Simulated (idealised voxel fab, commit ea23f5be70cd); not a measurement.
Documented hereafter: the process module known as voxel spacer lines.
It is cross-section cut that appears here, measuring 295 nm in width, its square cells being 5 nm in size.
In what follows, cross-sections appear as grids of square cells, described through bands that run from the top down, where every band is one or more rows of cells. For a band, the entry starts with two heights in nm, that of the top and then that of the bottom, and carries on with the band's materials in order from left to right, each alongside its width in nm; the word "everywhere" beside a single material means it fills the band edge to edge, and "blank" means empty space. Heights from 0 (as-received wafer is one material below). Bottom band endless downward, as "0..down". Width spec "30 to 40" -> top row of cells at first value, bottom row at second value, equal per-row change in between. It should be understood that the words "everything unchanged", when stated for a given step, signify that the cross-section underwent no change in any of its cells during that step. The entry titled "Encapsulated voids" provides the empty spaces that have no open way to the top, restricted to those of 8 cells or more. Each is presented as width x height at distance, the distance being measured from the left edge, with all three in nm. It should be noted that, on the line of a given step, the content following the step's settings is a remark produced by the simulator itself with respect to that step. overlay nm, on a step with a mask: how far to the right of its planned place the mask lay; to the left if negative.

### Set out below are the planned steps of the process
step 1: RECEIVE: material Si
step 2: CONFORMAL_DEP: material Al2O3, thk nm 10
step 3: DIRECTIONAL_DEP: material TiN, thk nm 10
step 4: DIRECTIONAL_DEP: material aC, thk nm 20
step 5: PATTERN: tone cover, mask id MANDREL, material resist, width nm 25, pitch nm 70, thk nm 25, overlay nm 0
step 6: DIRECTIONAL_ETCH: etch materials aC, depth nm 20
step 7: STRIP: etch materials resist
step 8: CONFORMAL_DEP: material SiO2, thk nm 10
step 9: DIRECTIONAL_ETCH: etch materials SiO2, depth nm 10
step 10: STRIP: etch materials aC
step 11: DIRECTIONAL_ETCH: etch materials TiN, depth nm 10
step 12: STRIP: etch materials SiO2
step 13: FILL_DEP: material SiO2, thk nm 5
step 14: CMP: height nm 20

### Cross-section of the wafer upon arrival, representing the state reached after step 1
> 0..down  Si everywhere
> Encapsulated voids: none

### Post-module cross-section: identical start and plan to those above, one misstep in execution
> 20..10  Al2O3 everywhere
> 10..0  TiN everywhere
> 0..down  Si everywhere
> Encapsulated voids: none
Run error: the run placed steps 2 and 3 each in the position the plan gave to the other
